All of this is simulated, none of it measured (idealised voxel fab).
This is a process module. Its name is voxel wiring stack.
The cross-section on display is named cut; it measures 235 nm wide, and its cells are 5 nm squares.
For the purposes of this document, a cross-section shall be understood as a grid of square cells, specified as bands listed in top-to-bottom order, each band consisting of one or more rows of cells.
Top, bottom (nm), then materials left to right with widths (nm); lone material tagged "edge to edge" fills the whole band edge to edge; "blank" = empty space.
Heights are reckoned from 0. Under this level, the received wafer is all of one material. The bottommost band is open-ended downward, for example "from 0 down".
A width such as "30..40" changes by the same amount from each row of cells to the next, from the band's top row to its bottom row.
Basically "remains unaltered" means that step didn't change any cell in the cross-section.
What "Completely enclosed voids" gives you is every empty space of 8 cells or more that is cut off from the top. Each appears as width x height at distance, with the distance taken from the left edge and width, height and distance all in nm.
Text after the settings on a step's line: the simulator's own remark on that step.
"overlay nm" answers the question of how far to the right of plan the mask lay on a step that has a mask, and when it is negative the answer is to the left.

These are the steps we planned for the process:
- 1: RECEIVE with material Si
- 2: CONFORMAL_DEP with material SiO2, thk nm 10
- 3: CONFORMAL_DEP with material SiN, thk nm 5
- 4: DIRECTIONAL_DEP with material lowk, thk nm 20
- 5: DIRECTIONAL_DEP with material aC, thk nm 10
- 6: PATTERN with tone open, mask id METAL_1, material resist, width nm 20, pitch nm 45, thk nm 30, overlay nm 0
- 7: DIRECTIONAL_ETCH with etch materials aC, depth nm 10
- 8: STRIP with etch materials resist
- 9: DIRECTIONAL_ETCH with etch materials lowk, depth nm 20
- 10: DIRECTIONAL_ETCH with etch materials SiN, depth nm 5
- 11: STRIP with etch materials aC
- 12: CONFORMAL_DEP with material TiN, thk nm 5
- 13: FILL_DEP with material Ru, thk nm 5
- 14: CMP with height nm 35
- 15: CONFORMAL_DEP with material SiCN, thk nm 5
- 16: DIRECTIONAL_DEP with material lowk, thk nm 35
- 17: MASKED_ETCH with tone open, mask id METAL_2_HOLES, width nm 15, pitch nm 45, etch materials lowk, depth nm 35, overlay nm 0
- 18: DIRECTIONAL_DEP with material aC, thk nm 10
- 19: PATTERN with tone open, mask id METAL_2, material resist, width nm 20, pitch nm 45, thk nm 25, overlay nm 0
- 20: DIRECTIONAL_ETCH with etch materials aC, depth nm 10
- 21: STRIP with etch materials resist
- 22: DIRECTIONAL_ETCH with etch materials lowk, depth nm 20
- 23: DIRECTIONAL_ETCH with etch materials SiCN, depth nm 5
- 24: STRIP with etch materials aC
- 25: CONFORMAL_DEP with material TiN, thk nm 5
- 26: FILL_DEP with material Ru, thk nm 5
- 27: CMP with height nm 75
- 28: CONFORMAL_DEP with material SiCN, thk nm 5

Below: the first of two wafers, run as planned:

Cross-section of the incoming wafer, state after step 1:
    from 0 down: Si edge to edge
    Completely enclosed voids: none

State of the wafer after step 2, shown in cross-section:
    from 10 to 0: SiO2 edge to edge
    Under 0: no change, same as before.

State of the wafer after step 3, shown in cross-section:
    from 15 to 10: SiN edge to edge
    Under 10: no change, same as before.

State of the wafer after step 4, shown in cross-section:
    from 35 to 15: lowk edge to edge
    Under 15: no change, same as before.

State of the wafer after step 5, shown in cross-section:
    from 45 to 35: aC edge to edge
    Under 35: no change, same as before.

State of the wafer after step 6, shown in cross-section:
    from 75 to 45: 85 nm resist; 20 nm blank; 25 nm resist; 20 nm blank; 85 nm resist
    Under 45: no change, same as before.

State of the wafer after step 7, shown in cross-section:
    from 65 to 45: 85 nm resist; 20 nm blank; 25 nm resist; 20 nm blank; 85 nm resist
    from 45 to 35: 85 nm aC; 20 nm blank; 25 nm aC; 20 nm blank; 85 nm aC
    Under 35: no change, same as before.

State of the wafer after step 8, shown in cross-section:
    from 45 to 35: 85 nm aC; 20 nm blank; 25 nm aC; 20 nm blank; 85 nm aC
    Under 35: no change, same as before.

State of the wafer after step 9, shown in cross-section:
    from 45 to 35: 85 nm aC; 20 nm blank; 25 nm aC; 20 nm blank; 85 nm aC
    from 35 to 15: 85 nm lowk; 20 nm blank; 25 nm lowk; 20 nm blank; 85 nm lowk
    Under 15: no change, same as before.

State of the wafer after step 10, shown in cross-section:
    from 45 to 35: 85 nm aC; 20 nm blank; 25 nm aC; 20 nm blank; 85 nm aC
    from 35 to 15: 85 nm lowk; 20 nm blank; 25 nm lowk; 20 nm blank; 85 nm lowk
    from 15 to 10: 85 nm SiN; 20 nm blank; 25 nm SiN; 20 nm blank; 85 nm SiN
    Under 10: no change, same as before.

State of the wafer after step 11, shown in cross-section:
    from 35 to 15: 85 nm lowk; 20 nm blank; 25 nm lowk; 20 nm blank; 85 nm lowk
    Under 15: no change, same as before.

State of the wafer after step 12, shown in cross-section:
    from 40 to 35: 90 nm TiN; 10 nm blank; 35 nm TiN; 10 nm blank; 90 nm TiN
    from 35 to 15: 85 nm lowk; 5 nm TiN; 10 nm blank; 5 nm TiN; 25 nm lowk; 5 nm TiN; 10 nm blank; 5 nm TiN; 85 nm lowk
    from 15 to 10: 85 nm SiN; 20 nm TiN; 25 nm SiN; 20 nm TiN; 85 nm SiN
    Under 10: no change, same as before.

State of the wafer after step 13, shown in cross-section:
    from 45 to 40: Ru edge to edge
    from 40 to 35: 90 nm TiN; 10 nm Ru; 35 nm TiN; 10 nm Ru; 90 nm TiN
    from 35 to 15: 85 nm lowk; 5 nm TiN; 10 nm Ru; 5 nm TiN; 25 nm lowk; 5 nm TiN; 10 nm Ru; 5 nm TiN; 85 nm lowk
    Under 15: no change, same as before.

State of the wafer after step 14, shown in cross-section:
    from 35 to 15: 85 nm lowk; 5 nm TiN; 10 nm Ru; 5 nm TiN; 25 nm lowk; 5 nm TiN; 10 nm Ru; 5 nm TiN; 85 nm lowk
    Under 15: no change, same as before.

State of the wafer after step 15, shown in cross-section:
    from 40 to 35: SiCN edge to edge
    Under 35: no change, same as before.

State of the wafer after step 16, shown in cross-section:
    from 75 to 40: lowk edge to edge
    Under 40: no change, same as before.

State of the wafer after step 17, shown in cross-section:
    from 75 to 40: 85 nm lowk; 15 nm blank; 30 nm lowk; 15 nm blank; 90 nm lowk
    Under 40: no change, same as before.

State of the wafer after step 18, shown in cross-section:
    from 85 to 75: 85 nm aC; 15 nm blank; 30 nm aC; 15 nm blank; 90 nm aC
    from 75 to 50: 85 nm lowk; 15 nm blank; 30 nm lowk; 15 nm blank; 90 nm lowk
    from 50 to 40: 85 nm lowk; 15 nm aC; 30 nm lowk; 15 nm aC; 90 nm lowk
    Under 40: no change, same as before.

State of the wafer after step 19, shown in cross-section:
    from 110 to 85: 85 nm resist; 20 nm blank; 25 nm resist; 20 nm blank; 85 nm resist
    Under 85: no change, same as before.

State of the wafer after step 20, shown in cross-section:
    from 100 to 85: 85 nm resist; 20 nm blank; 25 nm resist; 20 nm blank; 85 nm resist
    from 85 to 75: 85 nm aC; 20 nm blank; 25 nm aC; 20 nm blank; 85 nm aC
    from 75 to 40: 85 nm lowk; 15 nm blank; 30 nm lowk; 15 nm blank; 90 nm lowk
    Under 40: no change, same as before.

State of the wafer after step 21, shown in cross-section:
    from 85 to 75: 85 nm aC; 20 nm blank; 25 nm aC; 20 nm blank; 85 nm aC
    Under 75: no change, same as before.

State of the wafer after step 22, shown in cross-section:
    from 85 to 75: 85 nm aC; 20 nm blank; 25 nm aC; 20 nm blank; 85 nm aC
    from 75 to 55: 85 nm lowk; 20 nm blank; 25 nm lowk; 20 nm blank; 85 nm lowk
    Under 55: no change, same as before.

State of the wafer after step 23, shown in cross-section:
    from 85 to 75: 85 nm aC; 20 nm blank; 25 nm aC; 20 nm blank; 85 nm aC
    from 75 to 55: 85 nm lowk; 20 nm blank; 25 nm lowk; 20 nm blank; 85 nm lowk
    from 55 to 40: 85 nm lowk; 15 nm blank; 30 nm lowk; 15 nm blank; 90 nm lowk
    from 40 to 35: 85 nm SiCN; 15 nm blank; 30 nm SiCN; 15 nm blank; 90 nm SiCN
    Under 35: no change, same as before.

State of the wafer after step 24, shown in cross-section:
    from 75 to 55: 85 nm lowk; 20 nm blank; 25 nm lowk; 20 nm blank; 85 nm lowk
    Under 55: no change, same as before.

State of the wafer after step 25, shown in cross-section:
    from 80 to 75: 90 nm TiN; 10 nm blank; 35 nm TiN; 10 nm blank; 90 nm TiN
    from 75 to 60: 85 nm lowk; 5 nm TiN; 10 nm blank; 5 nm TiN; 25 nm lowk; 5 nm TiN; 10 nm blank; 5 nm TiN; 85 nm lowk
    from 60 to 55: 85 nm lowk; 5 nm TiN; 5 nm blank; 10 nm TiN; 25 nm lowk; 5 nm TiN; 5 nm blank; 10 nm TiN; 85 nm lowk
    from 55 to 40: 85 nm lowk; 5 nm TiN; 5 nm blank; 5 nm TiN; 30 nm lowk; 5 nm TiN; 5 nm blank; 5 nm TiN; 90 nm lowk
    from 40 to 35: 85 nm SiCN; 15 nm TiN; 30 nm SiCN; 15 nm TiN; 90 nm SiCN
    Under 35: no change, same as before.

State of the wafer after step 26, shown in cross-section:
    from 85 to 80: Ru edge to edge
    from 80 to 75: 90 nm TiN; 10 nm Ru; 35 nm TiN; 10 nm Ru; 90 nm TiN
    from 75 to 60: 85 nm lowk; 5 nm TiN; 10 nm Ru; 5 nm TiN; 25 nm lowk; 5 nm TiN; 10 nm Ru; 5 nm TiN; 85 nm lowk
    from 60 to 55: 85 nm lowk; 5 nm TiN; 5 nm Ru; 10 nm TiN; 25 nm lowk; 5 nm TiN; 5 nm Ru; 10 nm TiN; 85 nm lowk
    from 55 to 40: 85 nm lowk; 5 nm TiN; 5 nm Ru; 5 nm TiN; 30 nm lowk; 5 nm TiN; 5 nm Ru; 5 nm TiN; 90 nm lowk
    Under 40: no change, same as before.

State of the wafer after step 27, shown in cross-section:
    from 75 to 60: 85 nm lowk; 5 nm TiN; 10 nm Ru; 5 nm TiN; 25 nm lowk; 5 nm TiN; 10 nm Ru; 5 nm TiN; 85 nm lowk
    Under 60: no change, same as before.

State of the wafer after step 28, shown in cross-section:
    from 80 to 75: SiCN edge to edge
    Under 75: no change, same as before.

Second wafer - shared start and plan with the first - one error in running - same as the first up to step 15 inclusive:

Second wafer shown in cross-section at the time step 16 was slated to end:
    from 110 to 40: lowk edge to edge
    Under 40: no change, same as before.

Second wafer shown in cross-section at the time step 17 was slated to end:
    from 110 to 75: 85 nm lowk; 15 nm blank; 30 nm lowk; 15 nm blank; 90 nm lowk
    Under 75: no change, same as before.

Second wafer shown in cross-section at the time step 18 was slated to end:
    from 120 to 110: 85 nm aC; 15 nm blank; 30 nm aC; 15 nm blank; 90 nm aC
    from 110 to 85: 85 nm lowk; 15 nm blank; 30 nm lowk; 15 nm blank; 90 nm lowk
    from 85 to 75: 85 nm lowk; 15 nm aC; 30 nm lowk; 15 nm aC; 90 nm lowk
    Under 75: no change, same as before.

Second wafer shown in cross-section at the time step 19 was slated to end:
    from 145 to 120: 85 nm resist; 20 nm blank; 25 nm resist; 20 nm blank; 85 nm resist
    Under 120: no change, same as before.

Second wafer shown in cross-section at the time step 20 was slated to end:
    from 135 to 120: 85 nm resist; 20 nm blank; 25 nm resist; 20 nm blank; 85 nm resist
    from 120 to 110: 85 nm aC; 20 nm blank; 25 nm aC; 20 nm blank; 85 nm aC
    from 110 to 75: 85 nm lowk; 15 nm blank; 30 nm lowk; 15 nm blank; 90 nm lowk
    Under 75: no change, same as before.

Second wafer shown in cross-section at the time step 21 was slated to end:
    from 120 to 110: 85 nm aC; 20 nm blank; 25 nm aC; 20 nm blank; 85 nm aC
    Under 110: no change, same as before.

Second wafer shown in cross-section at the time step 22 was slated to end:
    from 120 to 110: 85 nm aC; 20 nm blank; 25 nm aC; 20 nm blank; 85 nm aC
    from 110 to 90: 85 nm lowk; 20 nm blank; 25 nm lowk; 20 nm blank; 85 nm lowk
    from 90 to 55: 85 nm lowk; 15 nm blank; 30 nm lowk; 15 nm blank; 90 nm lowk
    Under 55: no change, same as before.

Second wafer shown in cross-section at the time step 23 was slated to end: remains unaltered

Second wafer shown in cross-section at the time step 24 was slated to end:
    from 110 to 90: 85 nm lowk; 20 nm blank; 25 nm lowk; 20 nm blank; 85 nm lowk
    Under 90: no change, same as before.

Second wafer shown in cross-section at the time step 25 was slated to end:
    from 115 to 110: 90 nm TiN; 10 nm blank; 35 nm TiN; 10 nm blank; 90 nm TiN
    from 110 to 95: 85 nm lowk; 5 nm TiN; 10 nm blank; 5 nm TiN; 25 nm lowk; 5 nm TiN; 10 nm blank; 5 nm TiN; 85 nm lowk
    from 95 to 90: 85 nm lowk; 5 nm TiN; 5 nm blank; 10 nm TiN; 25 nm lowk; 5 nm TiN; 5 nm blank; 10 nm TiN; 85 nm lowk
    from 90 to 60: 85 nm lowk; 5 nm TiN; 5 nm blank; 5 nm TiN; 30 nm lowk; 5 nm TiN; 5 nm blank; 5 nm TiN; 90 nm lowk
    from 60 to 55: 85 nm lowk; 15 nm TiN; 30 nm lowk; 15 nm TiN; 90 nm lowk
    Under 55: no change, same as before.

Second wafer shown in cross-section at the time step 26 was slated to end:
    from 120 to 115: Ru edge to edge
    from 115 to 110: 90 nm TiN; 10 nm Ru; 35 nm TiN; 10 nm Ru; 90 nm TiN
    from 110 to 95: 85 nm lowk; 5 nm TiN; 10 nm Ru; 5 nm TiN; 25 nm lowk; 5 nm TiN; 10 nm Ru; 5 nm TiN; 85 nm lowk
    from 95 to 90: 85 nm lowk; 5 nm TiN; 5 nm Ru; 10 nm TiN; 25 nm lowk; 5 nm TiN; 5 nm Ru; 10 nm TiN; 85 nm lowk
    from 90 to 60: 85 nm lowk; 5 nm TiN; 5 nm Ru; 5 nm TiN; 30 nm lowk; 5 nm TiN; 5 nm Ru; 5 nm TiN; 90 nm lowk
    Under 60: no change, same as before.

Second wafer shown in cross-section at the time step 27 was slated to end:
    from 75 to 60: 85 nm lowk; 5 nm TiN; 5 nm Ru; 5 nm TiN; 30 nm lowk; 5 nm TiN; 5 nm Ru; 5 nm TiN; 90 nm lowk
    Under 60: no change, same as before.

Second wafer shown in cross-section at the time step 28 was slated to end:
    from 80 to 75: SiCN edge to edge
    Under 75: no change, same as before.
Finding, execution versus plan: step 16 of the plan was executed twice over
Materials where the second wafer ends with more or fewer cells than the first: Ru -14; SiCN +6; TiN -18; lowk +26
